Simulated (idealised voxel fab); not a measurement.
process module | voxel double patterning
For reference, the cross-section in this document is cut, with width 165 nm and square cells of 5 nm.
Format of a cross-section: grid, square cells. Given as bands. Order: top down. Band: one or more rows of cells. Heights first: top, then bottom, in nm. Then materials, left to right, each with a width in nm. "full width" on a single material: fills the band edge to edge. "empty": empty space. Note: height 0 marks the level under which the wafer is uniformly one material as received. Lowest band unbounded below, written "0 -> down". The expression "30 to 40" gives the width at the extremes of the band, the first number at its top row of cells and the second at its bottom row, with the width changing by equal amounts from each row to the next in between. "no change occurred" -> step changed no cross-section cell. "Enclosed cavities": empty spaces of 8 cells or more with no open way to the top, each given as width x height at distance, distance from the left edge, all in nm. Past the settings on a step's line: simulator remark, on that step. The line of a step may include "overlay nm". On a step with a mask, this value is how far to the right of its planned place the mask lay. A negative value means the mask lay to the left.
List of planned process steps
1 RECEIVE (material Si)
2 CONFORMAL_DEP (material SiO2; thk nm 10)
3 DIRECTIONAL_DEP (material TiN; thk nm 20)
4 DIRECTIONAL_DEP (material SiCN; thk nm 5)
5 DIRECTIONAL_DEP (material aC; thk nm 15)
6 PATTERN (tone open; mask id FIRST; material resist; width nm 15; pitch nm 50; thk nm 35; overlay nm 0)
7 DIRECTIONAL_ETCH (etch materials aC; depth nm 15)
8 STRIP (etch materials resist)
9 DIRECTIONAL_ETCH (etch materials SiCN; depth nm 5)
10 STRIP (etch materials aC)
11 PATTERN (tone open; mask id SECOND; material resist; width nm 15; pitch nm 50; thk nm 20; overlay nm -15)
12 DIRECTIONAL_ETCH (etch materials SiCN; depth nm 5)
13 STRIP (etch materials resist)
14 DIRECTIONAL_ETCH (etch materials TiN; depth nm 20)
15 STRIP (etch materials SiCN)
Don't read the plan's overlay nm for step 11 as applying to every wafer: that's the first wafer's value, and the wafers differ in it, though they all start identical.
Cross-sectional view of the first of several wafers in the as-received condition, corresponding to the state following step 1
> 0 -> down | Si full width
> Enclosed cavities: none
Tabulated below, wafer by wafer, are the end-of-module results: for each material, the number of cells gained (+) or lost (-) relative to the as-received state, followed by the closed voids
overlay nm -15; +66 SiO2; +80 TiN; Enclosed cavities: none
overlay nm -10; +66 SiO2; +72 TiN; Enclosed cavities: none
overlay nm -5; +66 SiO2; +72 TiN; Enclosed cavities: none
overlay nm 0; +66 SiO2; +72 TiN; Enclosed cavities: none
overlay nm 5; +66 SiO2; +72 TiN; Enclosed cavities: none
overlay nm 10; +66 SiO2; +72 TiN; Enclosed cavities: none
overlay nm 15; +66 SiO2; +80 TiN; Enclosed cavities: none
